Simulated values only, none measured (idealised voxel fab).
Title: Process Module voxel transistor to metal
Square cells of 5 nm make up the cross-section cut, whose width is 210 nm.
This document writes a cross-section as a grid whose cells are square, and gives it as bands, listed from the top down; one or more rows of cells form a band.
Within each band entry, the heights of the top and of the bottom of the band appear first, in that order and in nm; the materials of the band then follow from left to right, each with its corresponding width in nm. The designation "edge to edge" on a single material indicates that it fills the band from edge to edge; the designation "blank" indicates empty space.
Heads up on the height convention: 0 is the point under which the incoming wafer is all one material, and the lowest band has no bottom, it just keeps going down, like "from 0 down".
Per-row width for "30..40": begins at first number (top row of band), ends at second number (bottom row), increment between rows held constant.
For the purposes of this document, the phrase "identical to before" attached to a step denotes that no cell within the cross-section was modified by that step.
Entry "Closed void roster" = empty spaces >= 8 cells with no open way to the top; each as width x height at distance, distance from left edge, all nm.
What comes after the settings on a step's line is commentary from the simulator itself on that step.
overlay nm: on a step with a mask, how far right of its planned place the mask lay; negative means left.

Intended process steps:
step 1: op RECEIVE | material Si
step 2: op OXIDIZE | depth nm 5
step 3: op CONFORMAL_DEP | material SiN | thk nm 15
step 4: op PATTERN | tone cover | mask id ACTIVE | material resist | width nm 115 | thk nm 15 | overlay nm 0
step 5: op DIRECTIONAL_ETCH | etch materials SiN | depth nm 15
step 6: op DIRECTIONAL_ETCH | etch materials SiO2 | depth nm 5
step 7: op DIRECTIONAL_ETCH | etch materials Si | depth nm 30
step 8: op STRIP | etch materials resist
step 9: op OXIDIZE | depth nm 5
step 10: op FILL_DEP | material SiO2 | thk nm 10
step 11: op CMP | height nm 15
step 12: op SELECTIVE_ETCH | etch materials SiO2 | depth nm 10
step 13: op STRIP | etch materials SiN
step 14: op SELECTIVE_ETCH | etch materials SiO2 | depth nm 5
step 15: op OXIDIZE | depth nm 5
step 16: op DIRECTIONAL_DEP | material polySi | thk nm 20
step 17: op DIRECTIONAL_DEP | material SiCN | thk nm 15
step 18: op DIRECTIONAL_DEP | material aC | thk nm 10
step 19: op PATTERN | tone cover | mask id GATE | material resist | width nm 25 | thk nm 25 | overlay nm 0
step 20: op DIRECTIONAL_ETCH | etch materials aC | depth nm 10
step 21: op STRIP | etch materials resist
step 22: op DIRECTIONAL_ETCH | etch materials SiCN | depth nm 25
step 23: op DIRECTIONAL_ETCH | etch materials polySi | depth nm 30
step 24: op STRIP | etch materials aC
step 25: op CONFORMAL_DEP | material SiO2 | thk nm 5
step 26: op DIRECTIONAL_ETCH | etch materials SiO2 | depth nm 5
step 27: op CONFORMAL_DEP | material SiN | thk nm 5
step 28: op DIRECTIONAL_ETCH | etch materials SiN | depth nm 5
step 29: op DIRECTIONAL_ETCH | etch materials SiO2 | depth nm 5
step 30: op DIRECTIONAL_ETCH | etch materials Si | depth nm 5
step 31: op EPI | material SiGe | thk nm 10
step 32: op FILL_DEP | material SiO2 | thk nm 5
step 33: op CMP | height nm 30
step 34: op DIRECTIONAL_DEP | material SiO2 | thk nm 10
step 35: op DIRECTIONAL_DEP | material aC | thk nm 10
step 36: op PATTERN | tone open | mask id CONTACT | material resist | width nm 35 | pitch nm 70 | thk nm 30 | overlay nm 0
step 37: op DIRECTIONAL_ETCH | etch materials aC | depth nm 10
step 38: op STRIP | etch materials resist
step 39: op DIRECTIONAL_ETCH | etch materials SiO2 | depth nm 45
step 40: op STRIP | etch materials aC
step 41: op CONFORMAL_DEP | material TiN | thk nm 5
step 42: op FILL_DEP | material Ru | thk nm 5
step 43: op CMP | height nm 40
step 44: op DIRECTIONAL_DEP | material TiN | thk nm 5
step 45: op DIRECTIONAL_DEP | material W | thk nm 15
step 46: op MASKED_ETCH | tone cover | mask id METAL_1 | width nm 20 | pitch nm 85 | etch materials W | depth nm 15 | overlay nm 0
step 47: op MASKED_ETCH | tone cover | mask id METAL_1 | width nm 20 | pitch nm 85 | etch materials TiN | depth nm 5 | overlay nm 0
step 48: op CONFORMAL_DEP | material SiN | thk nm 5
step 49: op FILL_DEP | material SiO2 | thk nm 10
step 50: op CMP | height nm 60
step 51: op CONFORMAL_DEP | material SiCN | thk nm 5
step 52: op DIRECTIONAL_DEP | material SiO2 | thk nm 25
step 53: op PATTERN | tone open | mask id METAL_2 | material resist | width nm 20 | pitch nm 85 | thk nm 20 | overlay nm 0
step 54: op DIRECTIONAL_ETCH | etch materials SiO2 | depth nm 15
step 55: op STRIP | etch materials resist
step 56: op PATTERN | tone open | mask id METAL_2_HOLES | material resist | width nm 15 | pitch nm 85 | thk nm 20 | overlay nm 0
step 57: op DIRECTIONAL_ETCH | etch materials SiO2 | depth nm 10
step 58: op DIRECTIONAL_ETCH | etch materials SiCN | depth nm 5
step 59: op STRIP | etch materials resist
step 60: op CONFORMAL_DEP | material TiN | thk nm 5
step 61: op FILL_DEP | material Cu | thk nm 5
step 62: op CMP | height nm 90
step 63: op CONFORMAL_DEP | material SiN | thk nm 5
Be aware that, although all wafers share a common starting state, the depth nm at step 14 differs among them, and the plan displays the first wafer's value.

Received wafers, first of several: cross-section after step 1:
> from 0 down: Si edge to edge
> Closed void roster: none

Depicted here is the first of several wafers in cross-section, at module completion following the last step, step 63:
> from 95 to 90: SiN edge to edge
> from 90 to 80: SiO2 50 | TiN 5 | Cu 10 | TiN 5 | SiO2 65 | TiN 5 | Cu 10 | TiN 5 | SiO2 55
> from 80 to 75: SiO2 50 | TiN 5 | Cu 5 | TiN 10 | SiO2 65 | TiN 5 | Cu 5 | TiN 10 | SiO2 55
> from 75 to 65: SiO2 50 | TiN 5 | Cu 5 | TiN 5 | SiO2 70 | TiN 5 | Cu 5 | TiN 5 | SiO2 60
> from 65 to 60: SiCN 50 | TiN 15 | SiCN 70 | TiN 15 | SiCN 60
> from 60 to 45: SiO2 45 | SiN 5 | W 20 | SiN 5 | SiO2 55 | SiN 5 | W 20 | SiN 5 | SiO2 50
> from 45 to 40: SiN 50 | TiN 20 | SiN 65 | TiN 20 | SiN 55
> from 40 to 30: SiO2 50 | TiN 5 | Ru 25..20 | TiN 5..10 | SiO2 35 | TiN 5..10 | Ru 25..20 | TiN 5 | SiO2 55
> from 30 to 15: SiO2 50 | TiN 5 | Ru 20 | TiN 5 | SiN 5 | SiO2 5 | SiCN 25 | SiO2 5 | SiN 5 | TiN 5 | Ru 20 | TiN 5 | SiO2 55
> from 15 to 5: SiO2 50 | TiN 5 | Ru 20 | TiN 5 | SiN 5 | SiO2 5 | polySi 25 | SiO2 5 | SiN 5 | TiN 5 | Ru 20 | TiN 5 | SiO2 55
> from 5 to 0: SiO2 50 | TiN 5 | Ru 10 | TiN 15 | SiN 5 | SiO2 5 | polySi 25 | SiO2 5 | SiN 5 | TiN 15 | Ru 10 | TiN 5 | SiO2 55
> from 0 to -5: SiO2 45 | SiN 5 | TiN 20 | SiGe 10 | SiN 5 | SiO2 5 | polySi 25 | SiO2 5 | SiN 5 | SiGe 10 | TiN 20 | SiN 5 | SiO2 50
> from -5 to -10: SiO2 50 | SiGe 30 | SiO2 45 | SiGe 30 | SiO2 55
> from -10 to -15: SiO2 50 | SiGe 30 | Si 45 | SiGe 30 | SiO2 55
> from -15 to -40: SiO2 50 | Si 105 | SiO2 55
> from -40 down: Si edge to edge
> Closed void roster: none

End of module: cross-section, last of several wafers:
> from 95 to 90: SiN edge to edge
> from 90 to 80: SiO2 50 | TiN 5 | Cu 10 | TiN 5 | SiO2 65 | TiN 5 | Cu 10 | TiN 5 | SiO2 55
> from 80 to 75: SiO2 50 | TiN 5 | Cu 5 | TiN 10 | SiO2 65 | TiN 5 | Cu 5 | TiN 10 | SiO2 55
> from 75 to 65: SiO2 50 | TiN 5 | Cu 5 | TiN 5 | SiO2 70 | TiN 5 | Cu 5 | TiN 5 | SiO2 60
> from 65 to 60: SiCN 50 | TiN 15 | SiCN 70 | TiN 15 | SiCN 60
> from 60 to 45: SiO2 45 | SiN 5 | W 20 | SiN 5 | SiO2 55 | SiN 5 | W 20 | SiN 5 | SiO2 50
> from 45 to 40: SiN 50 | TiN 20 | SiN 65 | TiN 20 | SiN 55
> from 40 to 30: SiO2 50 | TiN 5 | Ru 25..20 | TiN 5..10 | SiO2 35 | TiN 5..10 | Ru 25..20 | TiN 5 | SiO2 55
> from 30 to 15: SiO2 50 | TiN 5 | Ru 20 | TiN 5 | SiN 5 | SiO2 5 | SiCN 25 | SiO2 5 | SiN 5 | TiN 5 | Ru 20 | TiN 5 | SiO2 55
> from 15 to 5: SiO2 50 | TiN 5 | Ru 20 | TiN 5 | SiN 5 | SiO2 5 | polySi 25 | SiO2 5 | SiN 5 | TiN 5 | Ru 20 | TiN 5 | SiO2 55
> from 5 to 0: SiO2 50 | TiN 5 | Ru 10 | TiN 15 | SiN 5 | SiO2 5 | polySi 25 | SiO2 5 | SiN 5 | TiN 15 | Ru 10 | TiN 5 | SiO2 55
> from 0 to -5: SiO2 50 | TiN 20 | SiGe 10 | SiN 5 | SiO2 5 | polySi 25 | SiO2 5 | SiN 5 | SiGe 10 | TiN 20 | SiO2 55
> from -5 to -10: SiO2 40 | SiN 5 | SiO2 5 | SiGe 30 | SiO2 45 | SiGe 30 | SiO2 5 | SiN 5 | SiO2 45
> from -10 to -15: SiO2 40 | SiN 5 | SiO2 10 | SiGe 25 | Si 45 | SiGe 25 | SiO2 10 | SiN 5 | SiO2 45
> from -15 to -20: SiO2 30 | SiN 5 | SiO2 5 | SiN 5 | SiO2 10 | Si 95 | SiO2 10 | SiN 5 | SiO2 5 | SiN 5 | SiO2 35
> from -20 to -25: SiO2 55 | Si 95 | SiO2 60
> from -25 to -40: SiO2 50 | Si 105 | SiO2 55
> from -40 down: Si edge to edge
> Closed void roster: none

Row per wafer, end-of-module: cell gain (+)/loss (-) by material since the wafer came in, then closed voids:
depth nm 5 | +14 Cu | +62 Ru | -222 Si | +51 SiCN | +28 SiGe | +104 SiN | +635 SiO2 | +82 TiN | +24 W | +20 polySi | Closed void roster: none
depth nm 10 | +14 Cu | +62 Ru | -222 Si | +51 SiCN | +26 SiGe | +104 SiN | +637 SiO2 | +82 TiN | +24 W | +20 polySi | Closed void roster: none
depth nm 15 | +14 Cu | +62 Ru | -224 Si | +51 SiCN | +26 SiGe | +108 SiN | +635 SiO2 | +82 TiN | +24 W | +20 polySi | Closed void roster: none
depth nm 20 | +14 Cu | +62 Ru | -226 Si | +51 SiCN | +26 SiGe | +110 SiN | +635 SiO2 | +82 TiN | +24 W | +20 polySi | Closed void roster: none
